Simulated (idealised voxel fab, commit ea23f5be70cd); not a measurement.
process module | voxel self aligned vias
cross-section cut | 265 nm wide | cells 5 nm
A cross-section is a grid of square cells, given in bands from the top down. A band is one or more rows of cells.
Each band's line starts with the height of the band's top and of its bottom, in nm. Then come its materials from left to right, each with its width in nm. One material with "throughout" fills the band from edge to edge. "air" is empty space.
Height 0 is the level under which the wafer as received is all one material. The lowest band goes on downwards, as in "0 down".
A width such as "30 to 40" changes by the same amount from each row of cells to the next, from the band's top row to its bottom row.
"no change" after a step means that no cell of the cross-section changed.
closed voids: empty space of 8 cells or more with no open way to the top, each as width x height at its distance from the left edge, in nm
after a step's settings: what the simulator itself notes on the step
overlay nm, on a step with a mask: how far to the right of its planned place the mask lay; to the left if negative
plan
1 op RECEIVE | material Si
2 op CONFORMAL_DEP | material SiO2 | thk nm 15
3 op CONFORMAL_DEP | material SiCN | thk nm 5
4 op DIRECTIONAL_DEP | material lowk | thk nm 30
5 op MASKED_ETCH | tone open | mask id LINES | width nm 25 | pitch nm 75 | etch materials lowk | depth nm 30 | overlay nm 0
6 op CONFORMAL_DEP | material TiN | thk nm 5
7 op FILL_DEP | material Ru | thk nm 10
8 op CMP | height nm 50
9 op SELECTIVE_ETCH | etch materials W Ru TiN | depth nm 5
10 op FILL_DEP | material SiN | thk nm 10
11 op CMP | height nm 50
12 op DIRECTIONAL_DEP | material lowk | thk nm 20
13 op PATTERN | tone open | mask id VIAS | material resist | width nm 45 | thk nm 20 | overlay nm 0
14 op DIRECTIONAL_ETCH | etch materials lowk | depth nm 20
15 op DIRECTIONAL_ETCH | etch materials SiN | depth nm 5
16 op STRIP | etch materials resist
17 op CONFORMAL_DEP | material TiN | thk nm 5
18 op FILL_DEP | material W | thk nm 10
19 op CMP | height nm 70
20 op CONFORMAL_DEP | material SiN | thk nm 5
as received, after step 1
  0 down: Si throughout
  closed voids: none
a wafer at the end: this start, this plan, one mistake
  75 to 70: SiN throughout
  70 to 55: lowk 70 | TiN 5 | W 35 | TiN 5 | lowk 150
  55 to 50: lowk 70 | TiN 45 | lowk 150
  50 to 15: SiCN throughout
  15 to 0: SiO2 throughout
  0 down: Si throughout
  closed voids: none
what went wrong: step 4 ran as: op DIRECTIONAL_DEP | material SiCN | thk nm 30
